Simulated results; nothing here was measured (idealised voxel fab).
Documented hereafter: the process module known as voxel wiring stack.
For reference, the cross-section in this document is cut, with width 240 nm and square cells of 5 nm.
Cross-section = grid of square cells, listed top down in bands; band = one or more rows. The entry gives the band's vertical extent as a top height and a bottom height in nm, then its horizontal make-up as materials from left to right, each with a width in nm. "air" stands for empty space; a single material marked "full width" fills the band edge to edge. Convention: height 0 is the level below which the wafer, as received, is all one material. The lowest band does not terminate at the bottom but continues downward, represented as "from 0 down". Graded width ("30..40"): value in top row of band = first number; value in bottom row = second number; row-to-row change constant. No cell of the cross-section changed in a step that is given as "no modifications". "Completely sealed voids" specifies each empty space that is not open to the top and that occupies no fewer than 8 cells, using the form width x height at distance, the distance measured from the left edge and all three quantities in nm. Anything after a step's settings on that line? It's the simulator's own note about the step. overlay nm: on a step with a mask, how far right of its planned place the mask lay; negative means left.
SET OUT BELOW ARE THE PLANNED STEPS OF THE PROCESS
| 1 | RECEIVE (material Si) |
| 2 | CONFORMAL_DEP (material SiO2; thk nm 10) |
| 3 | DIRECTIONAL_DEP (material TiN; thk nm 5) |
| 4 | DIRECTIONAL_DEP (material Ru; thk nm 20) |
| 5 | MASKED_ETCH (tone cover; mask id METAL_1; width nm 20; pitch nm 40; etch materials Ru; depth nm 20; overlay nm 0) |
| 6 | MASKED_ETCH (tone cover; mask id METAL_1; width nm 20; pitch nm 40; etch materials TiN; depth nm 5; overlay nm 0) |
| 7 | FILL_DEP (material SiO2; thk nm 5) |
| 8 | CMP (height nm 35) |
| 9 | CONFORMAL_DEP (material SiCN; thk nm 5) |
| 10 | DIRECTIONAL_DEP (material lowk; thk nm 10) |
| 11 | MASKED_ETCH (tone open; mask id PLUG_1; width nm 15; pitch nm 80; etch materials lowk; depth nm 10; overlay nm 0) |
| 12 | MASKED_ETCH (tone open; mask id PLUG_1; width nm 15; pitch nm 80; etch materials SiCN; depth nm 5; overlay nm 0) |
| 13 | CONFORMAL_DEP (material TiN; thk nm 5) |
| 14 | FILL_DEP (material Ru; thk nm 10) |
| 15 | CMP (height nm 50) |
| 16 | DIRECTIONAL_DEP (material TiN; thk nm 5) |
| 17 | DIRECTIONAL_DEP (material Ru; thk nm 20) |
| 18 | PATTERN (tone cover; mask id METAL_2; material resist; width nm 20; pitch nm 40; thk nm 20; overlay nm 0) |
| 19 | DIRECTIONAL_ETCH (etch materials Ru; depth nm 10) |
| 20 | DIRECTIONAL_ETCH (etch materials TiN; depth nm 5) |
| 21 | STRIP (etch materials resist) |
| 22 | CONFORMAL_DEP (material SiCN; thk nm 5) |
| 23 | FILL_DEP (material lowk; thk nm 5) |
| 24 | CMP (height nm 75) |
| 25 | CONFORMAL_DEP (material SiCN; thk nm 5) |
All wafers enter the flow in the same state. The depth nm at step 19 differs from wafer to wafer, and the plan gives the value for the first wafer.
FIRST WAFER AS RECEIVED, AFTER STEP 1
> from 0 down | Si full width
> Completely sealed voids: none
HERE IS THE CROSS-SECTION OF THE FIRST OF SEVERAL WAFERS AT THE END OF THE MODULE, AFTER ITS LAST STEP, STEP 25
> from 80 to 75 | SiCN full width
> from 75 to 70 | 65 lowk; 5 SiCN; 20 Ru; 5 SiCN; 10 lowk; 5 SiCN; 20 Ru; 5 SiCN; 10 lowk; 5 SiCN; 20 Ru; 5 SiCN; 65 lowk
> from 70 to 65 | 70 SiCN; 20 Ru; 20 SiCN; 20 Ru; 20 SiCN; 20 Ru; 70 SiCN
> from 65 to 55 | Ru full width
> from 55 to 50 | TiN full width
> from 50 to 40 | 70 lowk; 5 TiN; 5 Ru; 5 TiN; 65 lowk; 5 TiN; 5 Ru; 5 TiN; 75 lowk
> from 40 to 35 | 70 SiCN; 15 TiN; 65 SiCN; 15 TiN; 75 SiCN
> from 35 to 15 | 70 SiO2; 20 Ru; 20 SiO2; 20 Ru; 20 SiO2; 20 Ru; 70 SiO2
> from 15 to 10 | 70 SiO2; 20 TiN; 20 SiO2; 20 TiN; 20 SiO2; 20 TiN; 70 SiO2
> from 10 to 0 | SiO2 full width
> from 0 down | Si full width
> Completely sealed voids: none
HERE WE CROSS-SECTIONED THE LAST OF THE WAFERS ONCE THE MODULE WAS DONE
> from 80 to 75 | SiCN full width
> from 75 to 55 | 65 lowk; 5 SiCN; 20 Ru; 5 SiCN; 10 lowk; 5 SiCN; 20 Ru; 5 SiCN; 10 lowk; 5 SiCN; 20 Ru; 5 SiCN; 65 lowk
> from 55 to 50 | 70 SiCN; 20 TiN; 20 SiCN; 20 TiN; 20 SiCN; 20 TiN; 70 SiCN
> from 50 to 40 | 70 lowk; 5 TiN; 5 Ru; 5 TiN; 65 lowk; 5 TiN; 5 Ru; 5 TiN; 75 lowk
> from 40 to 35 | 70 SiCN; 15 TiN; 65 SiCN; 15 TiN; 75 SiCN
> from 35 to 15 | 70 SiO2; 20 Ru; 20 SiO2; 20 Ru; 20 SiO2; 20 Ru; 70 SiO2
> from 15 to 10 | 70 SiO2; 20 TiN; 20 SiO2; 20 TiN; 20 SiO2; 20 TiN; 70 SiO2
> from 10 to 0 | SiO2 full width
> from 0 down | Si full width
> Completely sealed voids: none
ROWS = WAFERS. AT MODULE END, EACH ROW LISTS PER MATERIAL THE CELLS GAINED (+) OR LOST (-) SINCE THE WAFER WAS RECEIVED, THEN THE CLOSED VOIDS
depth nm 10; +172 Ru; +132 SiCN; +276 SiO2; +74 TiN; +114 lowk; Completely sealed voids: none
depth nm 15; +136 Ru; +138 SiCN; +276 SiO2; +74 TiN; +144 lowk; Completely sealed voids: none
depth nm 20; +100 Ru; +150 SiCN; +276 SiO2; +38 TiN; +204 lowk; Completely sealed voids: none
depth nm 25; +100 Ru; +150 SiCN; +276 SiO2; +38 TiN; +204 lowk; Completely sealed voids: none
depth nm 30; +100 Ru; +150 SiCN; +276 SiO2; +38 TiN; +204 lowk; Completely sealed voids: none
depth nm 35; +100 Ru; +150 SiCN; +276 SiO2; +38 TiN; +204 lowk; Completely sealed voids: none
